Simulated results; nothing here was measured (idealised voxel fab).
process module | voxel capacitor over wiring
cross-section cut | 220 nm wide | cells 5 nm
A cross-section is a grid of square cells, given in bands from the top down. A band is one or more rows of cells.
Each band's line starts with the height of the band's top and of its bottom, in nm. Then come its materials from left to right, each with its width in nm. One material with "throughout" fills the band from edge to edge. "air" is empty space.
Height 0 is the level under which the wafer as received is all one material. The lowest band goes on downwards, as in "0 down".
A width such as "30 to 40" changes by the same amount from each row of cells to the next, from the band's top row to its bottom row.
"no change" after a step means that no cell of the cross-section changed.
closed voids: empty space of 8 cells or more with no open way to the top, each as width x height at its distance from the left edge, in nm
after a step's settings: what the simulator itself notes on the step
overlay nm, on a step with a mask: how far to the right of its planned place the mask lay; to the left if negative
plan
1 op RECEIVE | material Si
2 op CONFORMAL_DEP | material SiO2 | thk nm 10
3 op CONFORMAL_DEP | material SiN | thk nm 5
4 op DIRECTIONAL_DEP | material SiO2 | thk nm 15
5 op PATTERN | tone open | mask id METAL_1 | material resist | width nm 20 | pitch nm 80 | thk nm 20 | overlay nm 0
6 op DIRECTIONAL_ETCH | etch materials SiO2 | depth nm 15
7 op DIRECTIONAL_ETCH | etch materials SiN | depth nm 5
8 op STRIP | etch materials resist
9 op CONFORMAL_DEP | material TiN | thk nm 5
10 op FILL_DEP | material Ru | thk nm 10
11 op CMP | height nm 30
12 op EPI | material Ru | thk nm 5
13 op FILL_DEP | material SiCN | thk nm 5
14 op DIRECTIONAL_DEP | material lowk | thk nm 20
15 op DIRECTIONAL_DEP | material aC | thk nm 10
16 op PATTERN | tone open | mask id PLUG_1 | material resist | width nm 15 | thk nm 25 | overlay nm 0
17 op DIRECTIONAL_ETCH | etch materials aC | depth nm 10
18 op STRIP | etch materials resist
19 op DIRECTIONAL_ETCH | etch materials lowk | depth nm 20
20 op DIRECTIONAL_ETCH | etch materials SiCN | depth nm 5
21 op STRIP | etch materials aC
22 op EPI | material Ru | thk nm 10
23 op EPI | material Ru | thk nm 10
24 op EPI | material Ru | thk nm 5
25 op DIRECTIONAL_DEP | material TiN | thk nm 5
26 op DIRECTIONAL_DEP | material Al2O3 | thk nm 5
27 op DIRECTIONAL_DEP | material TiN | thk nm 5
28 op DIRECTIONAL_DEP | material aC | thk nm 15
29 op PATTERN | tone cover | mask id UPPER_PLATE | material resist | width nm 65 | thk nm 35 | overlay nm 0
30 op DIRECTIONAL_ETCH | etch materials aC | depth nm 15
31 op STRIP | etch materials resist
32 op DIRECTIONAL_ETCH | etch materials TiN | depth nm 5
33 op DIRECTIONAL_ETCH | etch materials Al2O3 | depth nm 5
34 op STRIP | etch materials aC
35 op DIRECTIONAL_DEP | material aC | thk nm 15
36 op PATTERN | tone cover | mask id LOWER_PLATE | material resist | width nm 75 | thk nm 35 | overlay nm 0
37 op DIRECTIONAL_ETCH | etch materials aC | depth nm 15
38 op STRIP | etch materials resist
39 op DIRECTIONAL_ETCH | etch materials TiN | depth nm 5
40 op STRIP | etch materials aC
41 op FILL_DEP | material SiO2 | thk nm 15
42 op CMP | height nm 85
43 op PATTERN | tone open | mask id PLUG_2 | material resist | width nm 15 | thk nm 15 | overlay nm 0
44 op DIRECTIONAL_ETCH | etch materials SiO2 | depth nm 10
45 op STRIP | etch materials resist
46 op CONFORMAL_DEP | material TiN | thk nm 5
47 op FILL_DEP | material Cu | thk nm 10
48 op CMP | height nm 85
49 op CONFORMAL_DEP | material SiN | thk nm 5
first wafer, as planned
as received, after step 1
  0 down: Si throughout
  closed voids: none
after step 2
  10 to 0: SiO2 throughout
  below 0: unchanged
after step 3
  15 to 10: SiN throughout
  below 10: unchanged
after step 4
  30 to 15: SiO2 throughout
  below 15: unchanged
after step 5
  50 to 30: resist 60 | air 20 | resist 60 | air 20 | resist 60
  below 30: unchanged
after step 6
  50 to 30: resist 60 | air 20 | resist 60 | air 20 | resist 60
  30 to 15: SiO2 60 | air 20 | SiO2 60 | air 20 | SiO2 60
  below 15: unchanged
after step 7
  50 to 30: resist 60 | air 20 | resist 60 | air 20 | resist 60
  30 to 15: SiO2 60 | air 20 | SiO2 60 | air 20 | SiO2 60
  15 to 10: SiN 60 | air 20 | SiN 60 | air 20 | SiN 60
  below 10: unchanged
after step 8
  30 to 15: SiO2 60 | air 20 | SiO2 60 | air 20 | SiO2 60
  below 15: unchanged
after step 9
  35 to 30: TiN 65 | air 10 | TiN 70 | air 10 | TiN 65
  30 to 15: SiO2 60 | TiN 5 | air 10 | TiN 5 | SiO2 60 | TiN 5 | air 10 | TiN 5 | SiO2 60
  15 to 10: SiN 60 | TiN 20 | SiN 60 | TiN 20 | SiN 60
  below 10: unchanged
after step 10
  45 to 35: Ru throughout
  35 to 30: TiN 65 | Ru 10 | TiN 70 | Ru 10 | TiN 65
  30 to 15: SiO2 60 | TiN 5 | Ru 10 | TiN 5 | SiO2 60 | TiN 5 | Ru 10 | TiN 5 | SiO2 60
  below 15: unchanged
after step 11
  30 to 15: SiO2 60 | TiN 5 | Ru 10 | TiN 5 | SiO2 60 | TiN 5 | Ru 10 | TiN 5 | SiO2 60
  below 15: unchanged
after step 12
  35 to 30: air 55 | Ru 30 | air 50 | Ru 30 | air 55
  below 30: unchanged
after step 13
  40 to 35: SiCN throughout
  35 to 30: SiCN 55 | Ru 30 | SiCN 50 | Ru 30 | SiCN 55
  below 30: unchanged
after step 14
  60 to 40: lowk throughout
  below 40: unchanged
after step 15
  70 to 60: aC throughout
  below 60: unchanged
after step 16
  95 to 70: resist 65 | air 15 | resist 140
  below 70: unchanged
after step 17
  85 to 70: resist 65 | air 15 | resist 140
  70 to 60: aC 65 | air 15 | aC 140
  below 60: unchanged
after step 18
  70 to 60: aC 65 | air 15 | aC 140
  below 60: unchanged
after step 19
  70 to 60: aC 65 | air 15 | aC 140
  60 to 40: lowk 65 | air 15 | lowk 140
  below 40: unchanged
after step 20
  70 to 60: aC 65 | air 15 | aC 140
  60 to 40: lowk 65 | air 15 | lowk 140
  40 to 35: SiCN 65 | air 15 | SiCN 140
  below 35: unchanged
after step 21
  60 to 40: lowk 65 | air 15 | lowk 140
  below 40: unchanged
after step 22
  60 to 45: lowk 65 | air 15 | lowk 140
  45 to 40: lowk 65 | Ru 15 | lowk 140
  40 to 35: SiCN 65 | Ru 15 | SiCN 140
  below 35: unchanged
after step 23
  60 to 55: lowk 65 | air 15 | lowk 140
  55 to 40: lowk 65 | Ru 15 | lowk 140
  below 40: unchanged
after step 24
  60 to 40: lowk 65 | Ru 15 | lowk 140
  below 40: unchanged
after step 25
  65 to 60: TiN throughout
  below 60: unchanged
after step 26
  70 to 65: Al2O3 throughout
  below 65: unchanged
after step 27
  75 to 70: TiN throughout
  below 70: unchanged
after step 28
  90 to 75: aC throughout
  below 75: unchanged
after step 29
  125 to 90: air 65 | resist 65 | air 90
  below 90: unchanged
after step 30
  110 to 90: air 65 | resist 65 | air 90
  90 to 75: air 65 | aC 65 | air 90
  below 75: unchanged
after step 31
  90 to 75: air 65 | aC 65 | air 90
  below 75: unchanged
after step 32
  90 to 75: air 65 | aC 65 | air 90
  75 to 70: air 65 | TiN 65 | air 90
  below 70: unchanged
after step 33
  90 to 75: air 65 | aC 65 | air 90
  75 to 70: air 65 | TiN 65 | air 90
  70 to 65: air 65 | Al2O3 65 | air 90
  below 65: unchanged
after step 34
  75 to 70: air 65 | TiN 65 | air 90
  below 70: unchanged
after step 35
  90 to 80: air 65 | aC 65 | air 90
  80 to 75: aC throughout
  75 to 70: aC 65 | TiN 65 | aC 90
  70 to 65: aC 65 | Al2O3 65 | aC 90
  below 65: unchanged
after step 36
  125 to 90: air 60 | resist 75 | air 85
  90 to 80: air 60 | resist 5 | aC 65 | resist 5 | air 85
  below 80: unchanged
after step 37
  110 to 90: air 60 | resist 75 | air 85
  90 to 80: air 60 | resist 5 | aC 65 | resist 5 | air 85
  80 to 75: air 60 | aC 75 | air 85
  75 to 70: air 60 | aC 5 | TiN 65 | aC 5 | air 85
  70 to 65: air 60 | aC 5 | Al2O3 65 | aC 5 | air 85
  below 65: unchanged
after step 38
  90 to 80: air 65 | aC 65 | air 90
  below 80: unchanged
after step 39
  90 to 80: air 65 | aC 65 | air 90
  80 to 75: air 60 | aC 75 | air 85
  75 to 70: air 60 | aC 5 | TiN 65 | aC 5 | air 85
  70 to 65: air 60 | aC 5 | Al2O3 65 | aC 5 | air 85
  65 to 60: air 60 | TiN 75 | air 85
  below 60: unchanged
after step 40
  75 to 70: air 65 | TiN 65 | air 90
  70 to 65: air 65 | Al2O3 65 | air 90
  below 65: unchanged
after step 41
  90 to 75: SiO2 throughout
  75 to 70: SiO2 65 | TiN 65 | SiO2 90
  70 to 65: SiO2 65 | Al2O3 65 | SiO2 90
  65 to 60: SiO2 60 | TiN 75 | SiO2 85
  below 60: unchanged
after step 42
  85 to 75: SiO2 throughout
  below 75: unchanged
after step 43
  100 to 85: resist 75 | air 15 | resist 130
  below 85: unchanged
after step 44
  100 to 85: resist 75 | air 15 | resist 130
  85 to 75: SiO2 75 | air 15 | SiO2 130
  below 75: unchanged
after step 45
  85 to 75: SiO2 75 | air 15 | SiO2 130
  below 75: unchanged
after step 46
  90 to 85: TiN 80 | air 5 | TiN 135
  85 to 80: SiO2 75 | TiN 5 | air 5 | TiN 5 | SiO2 130
  80 to 70: SiO2 75 to 65 | TiN 15 to 65 | SiO2 130 to 90
  below 70: unchanged
after step 47
  100 to 90: Cu throughout
  90 to 85: TiN 80 | Cu 5 | TiN 135
  85 to 80: SiO2 75 | TiN 5 | Cu 5 | TiN 5 | SiO2 130
  below 80: unchanged
after step 48
  85 to 80: SiO2 75 | TiN 5 | Cu 5 | TiN 5 | SiO2 130
  below 80: unchanged
after step 49
  90 to 85: SiN throughout
  below 85: unchanged
second wafer: like start, like plan, one mistake. Through step 2 it matches the first wafer
when step 3 should have ended
  25 to 0: SiO2 throughout
  below 0: unchanged
when step 4 should have ended
  30 to 25: SiN throughout
  below 25: unchanged
when step 5 should have ended
  50 to 30: resist 60 | air 20 | resist 60 | air 20 | resist 60
  below 30: unchanged
when step 6 should have ended: no change
when step 7 should have ended
  50 to 30: resist 60 | air 20 | resist 60 | air 20 | resist 60
  30 to 25: SiN 60 | air 20 | SiN 60 | air 20 | SiN 60
  below 25: unchanged
when step 8 should have ended
  30 to 25: SiN 60 | air 20 | SiN 60 | air 20 | SiN 60
  below 25: unchanged
when step 9 should have ended
  35 to 30: TiN 65 | air 10 | TiN 70 | air 10 | TiN 65
  30 to 25: SiN 60 | TiN 20 | SiN 60 | TiN 20 | SiN 60
  below 25: unchanged
when step 10 should have ended
  45 to 35: Ru throughout
  35 to 30: TiN 65 | Ru 10 | TiN 70 | Ru 10 | TiN 65
  below 30: unchanged
when step 11 should have ended
  30 to 25: SiN 60 | TiN 20 | SiN 60 | TiN 20 | SiN 60
  below 25: unchanged
when step 12 should have ended
  35 to 30: air 55 | Ru 30 | air 50 | Ru 30 | air 55
  below 30: unchanged
when step 13 should have ended
  40 to 35: SiCN throughout
  35 to 30: SiCN 55 | Ru 30 | SiCN 50 | Ru 30 | SiCN 55
  below 30: unchanged
when step 14 should have ended
  60 to 40: lowk throughout
  below 40: unchanged
when step 15 should have ended
  70 to 60: aC throughout
  below 60: unchanged
when step 16 should have ended
  95 to 70: resist 65 | air 15 | resist 140
  below 70: unchanged
when step 17 should have ended
  85 to 70: resist 65 | air 15 | resist 140
  70 to 60: aC 65 | air 15 | aC 140
  below 60: unchanged
when step 18 should have ended
  70 to 60: aC 65 | air 15 | aC 140
  below 60: unchanged
when step 19 should have ended
  70 to 60: aC 65 | air 15 | aC 140
  60 to 40: lowk 65 | air 15 | lowk 140
  below 40: unchanged
when step 20 should have ended
  70 to 60: aC 65 | air 15 | aC 140
  60 to 40: lowk 65 | air 15 | lowk 140
  40 to 35: SiCN 65 | air 15 | SiCN 140
  below 35: unchanged
when step 21 should have ended
  60 to 40: lowk 65 | air 15 | lowk 140
  below 40: unchanged
when step 22 should have ended
  60 to 45: lowk 65 | air 15 | lowk 140
  45 to 40: lowk 65 | Ru 15 | lowk 140
  40 to 35: SiCN 65 | Ru 15 | SiCN 140
  below 35: unchanged
when step 23 should have ended
  60 to 55: lowk 65 | air 15 | lowk 140
  55 to 40: lowk 65 | Ru 15 | lowk 140
  below 40: unchanged
when step 24 should have ended
  60 to 40: lowk 65 | Ru 15 | lowk 140
  below 40: unchanged
when step 25 should have ended
  65 to 60: TiN throughout
  below 60: unchanged
when step 26 should have ended
  70 to 65: Al2O3 throughout
  below 65: unchanged
when step 27 should have ended
  75 to 70: TiN throughout
  below 70: unchanged
when step 28 should have ended
  90 to 75: aC throughout
  below 75: unchanged
when step 29 should have ended
  125 to 90: air 65 | resist 65 | air 90
  below 90: unchanged
when step 30 should have ended
  110 to 90: air 65 | resist 65 | air 90
  90 to 75: air 65 | aC 65 | air 90
  below 75: unchanged
when step 31 should have ended
  90 to 75: air 65 | aC 65 | air 90
  below 75: unchanged
when step 32 should have ended
  90 to 75: air 65 | aC 65 | air 90
  75 to 70: air 65 | TiN 65 | air 90
  below 70: unchanged
when step 33 should have ended
  90 to 75: air 65 | aC 65 | air 90
  75 to 70: air 65 | TiN 65 | air 90
  70 to 65: air 65 | Al2O3 65 | air 90
  below 65: unchanged
when step 34 should have ended
  75 to 70: air 65 | TiN 65 | air 90
  below 70: unchanged
when step 35 should have ended
  90 to 80: air 65 | aC 65 | air 90
  80 to 75: aC throughout
  75 to 70: aC 65 | TiN 65 | aC 90
  70 to 65: aC 65 | Al2O3 65 | aC 90
  below 65: unchanged
when step 36 should have ended
  125 to 90: air 60 | resist 75 | air 85
  90 to 80: air 60 | resist 5 | aC 65 | resist 5 | air 85
  below 80: unchanged
when step 37 should have ended
  110 to 90: air 60 | resist 75 | air 85
  90 to 80: air 60 | resist 5 | aC 65 | resist 5 | air 85
  80 to 75: air 60 | aC 75 | air 85
  75 to 70: air 60 | aC 5 | TiN 65 | aC 5 | air 85
  70 to 65: air 60 | aC 5 | Al2O3 65 | aC 5 | air 85
  below 65: unchanged
when step 38 should have ended
  90 to 80: air 65 | aC 65 | air 90
  below 80: unchanged
when step 39 should have ended
  90 to 80: air 65 | aC 65 | air 90
  80 to 75: air 60 | aC 75 | air 85
  75 to 70: air 60 | aC 5 | TiN 65 | aC 5 | air 85
  70 to 65: air 60 | aC 5 | Al2O3 65 | aC 5 | air 85
  65 to 60: air 60 | TiN 75 | air 85
  below 60: unchanged
when step 40 should have ended
  75 to 70: air 65 | TiN 65 | air 90
  70 to 65: air 65 | Al2O3 65 | air 90
  below 65: unchanged
when step 41 should have ended
  90 to 75: SiO2 throughout
  75 to 70: SiO2 65 | TiN 65 | SiO2 90
  70 to 65: SiO2 65 | Al2O3 65 | SiO2 90
  65 to 60: SiO2 60 | TiN 75 | SiO2 85
  below 60: unchanged
when step 42 should have ended
  85 to 75: SiO2 throughout
  below 75: unchanged
when step 43 should have ended
  100 to 85: resist 75 | air 15 | resist 130
  below 85: unchanged
when step 44 should have ended
  100 to 85: resist 75 | air 15 | resist 130
  85 to 75: SiO2 75 | air 15 | SiO2 130
  below 75: unchanged
when step 45 should have ended
  85 to 75: SiO2 75 | air 15 | SiO2 130
  below 75: unchanged
when step 46 should have ended
  90 to 85: TiN 80 | air 5 | TiN 135
  85 to 80: SiO2 75 | TiN 5 | air 5 | TiN 5 | SiO2 130
  80 to 70: SiO2 75 to 65 | TiN 15 to 65 | SiO2 130 to 90
  below 70: unchanged
when step 47 should have ended
  100 to 90: Cu throughout
  90 to 85: TiN 80 | Cu 5 | TiN 135
  85 to 80: SiO2 75 | TiN 5 | Cu 5 | TiN 5 | SiO2 130
  below 80: unchanged
when step 48 should have ended
  85 to 80: SiO2 75 | TiN 5 | Cu 5 | TiN 5 | SiO2 130
  below 80: unchanged
when step 49 should have ended
  90 to 85: SiN throughout
  below 85: unchanged
what went wrong: steps 3 and 4 were swapped
at the end the second wafer has, in cells: 12 fewer of Ru | 24 more of SiO2 | 12 fewer of TiN
